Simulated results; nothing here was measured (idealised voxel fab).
voxel capacitor over wiring: a process module
Cross-section cut spans 220 nm and uses square cells 5 nm in size.
Cross-section format: a grid of square cells, given as bands from top to bottom; each band is one or more rows of cells. The band entry comprises the height of the band's top followed by the height of its bottom, expressed in nm, and subsequently the band's materials from left to right, each stated together with its width in nm. Where a single material is marked with the word "all across", that material fills the band from edge to edge. The word "empty" represents empty space. Heights from 0 (as-received wafer is one material below). Bottom band endless downward, as "top 0, no bottom". Quick explanation for "30->40": the width changes in equal steps down the rows of cells, from the first number in the band's top row to the second number in its bottom row. Given "no modifications" for a step, no cell of the cross-section differs between before and after that step. Closed empty spaces (no open way to the top) of 8 cells or more are what "Cavities, closed" lists, each as width x height at distance from the left edge, nm for all three. Formally, on a step line, whatever follows the settings is a remark that the simulator itself makes on the step. If you see "overlay nm" on a step's line and that step has a mask, it's telling you how far right of where it was planned the mask ended up; a negative number means it went left instead.

-- The process steps that were planned are listed below
- 1: RECEIVE,material Si
- 2: CONFORMAL_DEP,material SiO2,thk nm 10
- 3: CONFORMAL_DEP,material SiN,thk nm 5
- 4: DIRECTIONAL_DEP,material SiO2,thk nm 15
- 5: PATTERN,tone open,mask id METAL_1,material resist,width nm 20,pitch nm 90,thk nm 20,overlay nm 0
- 6: DIRECTIONAL_ETCH,etch materials SiO2,depth nm 15
- 7: DIRECTIONAL_ETCH,etch materials SiN,depth nm 5
- 8: STRIP,etch materials resist
- 9: CONFORMAL_DEP,material TiN,thk nm 5
- 10: FILL_DEP,material Ru,thk nm 5
- 11: CMP,height nm 30
- 12: EPI,material Ru,thk nm 5
- 13: FILL_DEP,material SiCN,thk nm 5
- 14: DIRECTIONAL_DEP,material lowk,thk nm 20
- 15: MASKED_ETCH,tone open,mask id PLUG_1,width nm 15,etch materials lowk,depth nm 20,overlay nm 0
- 16: MASKED_ETCH,tone open,mask id PLUG_1,width nm 15,etch materials SiCN,depth nm 5,overlay nm 0
- 17: CONFORMAL_DEP,material TiN,thk nm 5
- 18: FILL_DEP,material Cu,thk nm 10
- 19: CMP,height nm 60
- 20: DIRECTIONAL_DEP,material TiN,thk nm 10
- 21: DIRECTIONAL_DEP,material SiN,thk nm 5
- 22: DIRECTIONAL_DEP,material TiN,thk nm 5
- 23: PATTERN,tone cover,mask id UPPER_PLATE,material resist,width nm 75,thk nm 15,overlay nm 0
- 24: DIRECTIONAL_ETCH,etch materials TiN,depth nm 5
- 25: DIRECTIONAL_ETCH,etch materials SiN,depth nm 5
- 26: STRIP,etch materials resist
- 27: DIRECTIONAL_DEP,material aC,thk nm 10
- 28: PATTERN,tone cover,mask id LOWER_PLATE,material resist,width nm 85,thk nm 25,overlay nm 0
- 29: DIRECTIONAL_ETCH,etch materials aC,depth nm 10
- 30: STRIP,etch materials resist
- 31: DIRECTIONAL_ETCH,etch materials TiN,depth nm 10
- 32: STRIP,etch materials aC
- 33: FILL_DEP,material SiO2,thk nm 20
- 34: CMP,height nm 95
- 35: PATTERN,tone open,mask id PLUG_2,material resist,width nm 15,thk nm 15,overlay nm 0
- 36: DIRECTIONAL_ETCH,etch materials SiO2,depth nm 15
- 37: STRIP,etch materials resist
- 38: CONFORMAL_DEP,material TiN,thk nm 5
- 39: FILL_DEP,material Cu,thk nm 10
- 40: CMP,height nm 95
- 41: CONFORMAL_DEP,material SiN,thk nm 5

-- First of two wafers, with the run carried out as planned

-- Cross-sectional view of the wafer in its as-received condition, corresponding to the state after step 1
    top 0, no bottom  Si all across
    Cavities, closed: none

-- after step 2
    top 10, bottom 0  SiO2 all across
    Below 0 it's all the same as before, nothing changed down there.

-- after step 3
    top 15, bottom 10  SiN all across
    Below 10 it's all the same as before, nothing changed down there.

-- after step 4
    top 30, bottom 15  SiO2 all across
    Below 15 it's all the same as before, nothing changed down there.

-- after step 5
    top 50, bottom 30  resist 55, empty 20, resist 70, empty 20, resist 55
    Below 30 it's all the same as before, nothing changed down there.

-- after step 6
    top 50, bottom 30  resist 55, empty 20, resist 70, empty 20, resist 55
    top 30, bottom 15  SiO2 55, empty 20, SiO2 70, empty 20, SiO2 55
    Below 15 it's all the same as before, nothing changed down there.

-- after step 7
    top 50, bottom 30  resist 55, empty 20, resist 70, empty 20, resist 55
    top 30, bottom 15  SiO2 55, empty 20, SiO2 70, empty 20, SiO2 55
    top 15, bottom 10  SiN 55, empty 20, SiN 70, empty 20, SiN 55
    Below 10 it's all the same as before, nothing changed down there.

-- after step 8
    top 30, bottom 15  SiO2 55, empty 20, SiO2 70, empty 20, SiO2 55
    Below 15 it's all the same as before, nothing changed down there.

-- after step 9
    top 35, bottom 30  TiN 60, empty 10, TiN 80, empty 10, TiN 60
    top 30, bottom 15  SiO2 55, TiN 5, empty 10, TiN 5, SiO2 70, TiN 5, empty 10, TiN 5, SiO2 55
    top 15, bottom 10  SiN 55, TiN 20, SiN 70, TiN 20, SiN 55
    Below 10 it's all the same as before, nothing changed down there.

-- after step 10
    top 40, bottom 35  Ru all across
    top 35, bottom 30  TiN 60, Ru 10, TiN 80, Ru 10, TiN 60
    top 30, bottom 15  SiO2 55, TiN 5, Ru 10, TiN 5, SiO2 70, TiN 5, Ru 10, TiN 5, SiO2 55
    Below 15 it's all the same as before, nothing changed down there.

-- after step 11
    top 30, bottom 15  SiO2 55, TiN 5, Ru 10, TiN 5, SiO2 70, TiN 5, Ru 10, TiN 5, SiO2 55
    Below 15 it's all the same as before, nothing changed down there.

-- after step 12
    top 35, bottom 30  empty 50, Ru 30, empty 60, Ru 30, empty 50
    Below 30 it's all the same as before, nothing changed down there.

-- after step 13
    top 40, bottom 35  SiCN all across
    top 35, bottom 30  SiCN 50, Ru 30, SiCN 60, Ru 30, SiCN 50
    Below 30 it's all the same as before, nothing changed down there.

-- after step 14
    top 60, bottom 40  lowk all across
    Below 40 it's all the same as before, nothing changed down there.

-- after step 15
    top 60, bottom 40  lowk 60, empty 15, lowk 145
    Below 40 it's all the same as before, nothing changed down there.

-- after step 16
    top 60, bottom 40  lowk 60, empty 15, lowk 145
    top 40, bottom 35  SiCN 60, empty 15, SiCN 145
    Below 35 it's all the same as before, nothing changed down there.

-- after step 17
    top 65, bottom 60  TiN 65, empty 5, TiN 150
    top 60, bottom 40  lowk 60, TiN 5, empty 5, TiN 5, lowk 145
    top 40, bottom 35  SiCN 60, TiN 15, SiCN 145
    Below 35 it's all the same as before, nothing changed down there.

-- after step 18
    top 75, bottom 65  Cu all across
    top 65, bottom 60  TiN 65, Cu 5, TiN 150
    top 60, bottom 40  lowk 60, TiN 5, Cu 5, TiN 5, lowk 145
    Below 40 it's all the same as before, nothing changed down there.

-- after step 19
    top 60, bottom 40  lowk 60, TiN 5, Cu 5, TiN 5, lowk 145
    Below 40 it's all the same as before, nothing changed down there.

-- after step 20
    top 70, bottom 60  TiN all across
    Below 60 it's all the same as before, nothing changed down there.

-- after step 21
    top 75, bottom 70  SiN all across
    Below 70 it's all the same as before, nothing changed down there.

-- after step 22
    top 80, bottom 75  TiN all across
    Below 75 it's all the same as before, nothing changed down there.

-- after step 23
    top 95, bottom 80  empty 60, resist 75, empty 85
    Below 80 it's all the same as before, nothing changed down there.

-- after step 24
    top 95, bottom 80  empty 60, resist 75, empty 85
    top 80, bottom 75  empty 60, TiN 75, empty 85
    Below 75 it's all the same as before, nothing changed down there.

-- after step 25
    top 95, bottom 80  empty 60, resist 75, empty 85
    top 80, bottom 75  empty 60, TiN 75, empty 85
    top 75, bottom 70  empty 60, SiN 75, empty 85
    Below 70 it's all the same as before, nothing changed down there.

-- after step 26
    top 80, bottom 75  empty 60, TiN 75, empty 85
    Below 75 it's all the same as before, nothing changed down there.

-- after step 27
    top 90, bottom 80  empty 60, aC 75, empty 85
    top 80, bottom 75  aC 60, TiN 75, aC 85
    top 75, bottom 70  aC 60, SiN 75, aC 85
    Below 70 it's all the same as before, nothing changed down there.

-- after step 28
    top 115, bottom 90  empty 55, resist 85, empty 80
    top 90, bottom 80  empty 55, resist 5, aC 75, resist 5, empty 80
    Below 80 it's all the same as before, nothing changed down there.

-- after step 29
    top 105, bottom 90  empty 55, resist 85, empty 80
    top 90, bottom 80  empty 55, resist 5, aC 75, resist 5, empty 80
    top 80, bottom 75  empty 55, aC 5, TiN 75, aC 5, empty 80
    top 75, bottom 70  empty 55, aC 5, SiN 75, aC 5, empty 80
    Below 70 it's all the same as before, nothing changed down there.

-- after step 30
    top 90, bottom 80  empty 60, aC 75, empty 85
    Below 80 it's all the same as before, nothing changed down there.

-- after step 31
    top 90, bottom 80  empty 60, aC 75, empty 85
    top 80, bottom 75  empty 55, aC 5, TiN 75, aC 5, empty 80
    top 75, bottom 70  empty 55, aC 5, SiN 75, aC 5, empty 80
    top 70, bottom 60  empty 55, TiN 85, empty 80
    Below 60 it's all the same as before, nothing changed down there.

-- after step 32
    top 80, bottom 75  empty 60, TiN 75, empty 85
    top 75, bottom 70  empty 60, SiN 75, empty 85
    Below 70 it's all the same as before, nothing changed down there.

-- after step 33
    top 100, bottom 80  SiO2 all across
    top 80, bottom 75  SiO2 60, TiN 75, SiO2 85
    top 75, bottom 70  SiO2 60, SiN 75, SiO2 85
    top 70, bottom 60  SiO2 55, TiN 85, SiO2 80
    Below 60 it's all the same as before, nothing changed down there.

-- after step 34
    top 95, bottom 80  SiO2 all across
    Below 80 it's all the same as before, nothing changed down there.

-- after step 35
    top 110, bottom 95  resist 70, empty 15, resist 135
    Below 95 it's all the same as before, nothing changed down there.

-- after step 36
    top 110, bottom 95  resist 70, empty 15, resist 135
    top 95, bottom 80  SiO2 70, empty 15, SiO2 135
    Below 80 it's all the same as before, nothing changed down there.

-- after step 37
    top 95, bottom 80  SiO2 70, empty 15, SiO2 135
    Below 80 it's all the same as before, nothing changed down there.

-- after step 38
    top 100, bottom 95  TiN 75, empty 5, TiN 140
    top 95, bottom 85  SiO2 70, TiN 5, empty 5, TiN 5, SiO2 135
    top 85, bottom 75  SiO2 70->60, TiN 15->75, SiO2 135->85
    Below 75 it's all the same as before, nothing changed down there.

-- after step 39
    top 110, bottom 100  Cu all across
    top 100, bottom 95  TiN 75, Cu 5, TiN 140
    top 95, bottom 85  SiO2 70, TiN 5, Cu 5, TiN 5, SiO2 135
    Below 85 it's all the same as before, nothing changed down there.

-- after step 40
    top 95, bottom 85  SiO2 70, TiN 5, Cu 5, TiN 5, SiO2 135
    Below 85 it's all the same as before, nothing changed down there.

-- after step 41
    top 100, bottom 95  SiN all across
    Below 95 it's all the same as before, nothing changed down there.

-- Second of two: same start, same plan, one run error; steps up to and including 34 match the first

-- Cross-section, second wafer, at the end time the plan gives for step 35
    top 110, bottom 95  empty 70, resist 15, empty 135
    Below 95 it's all the same as before, nothing changed down there.

-- Cross-section, second wafer, at the end time the plan gives for step 36
    top 110, bottom 95  empty 70, resist 15, empty 135
    top 95, bottom 80  empty 70, SiO2 15, empty 135
    Below 80 it's all the same as before, nothing changed down there.

-- Cross-section, second wafer, at the end time the plan gives for step 37
    top 95, bottom 80  empty 70, SiO2 15, empty 135
    Below 80 it's all the same as before, nothing changed down there.

-- Cross-section, second wafer, at the end time the plan gives for step 38
    top 100, bottom 95  empty 65, TiN 25, empty 130
    top 95, bottom 85  empty 65, TiN 5, SiO2 15, TiN 5, empty 130
    top 85, bottom 80  TiN 70, SiO2 15, TiN 135
    Below 80 it's all the same as before, nothing changed down there.

-- Cross-section, second wafer, at the end time the plan gives for step 39
    top 110, bottom 100  Cu all across
    top 100, bottom 95  Cu 65, TiN 25, Cu 130
    top 95, bottom 85  Cu 65, TiN 5, SiO2 15, TiN 5, Cu 130
    Below 85 it's all the same as before, nothing changed down there.

-- Cross-section, second wafer, at the end time the plan gives for step 40
    top 95, bottom 85  Cu 65, TiN 5, SiO2 15, TiN 5, Cu 130
    Below 85 it's all the same as before, nothing changed down there.

-- Cross-section, second wafer, at the end time the plan gives for step 41
    top 100, bottom 95  SiN all across
    Below 95 it's all the same as before, nothing changed down there.
Deviation from plan: for step 35, the planned setting was not used; the step was instead run as PATTERN,tone cover,mask id PLUG_2,material resist,width nm 15,thk nm 15,overlay nm 0
Final wafer comparison in cells, second versus first, more or fewer per material: Cu +76, SiO2 -114, TiN +38
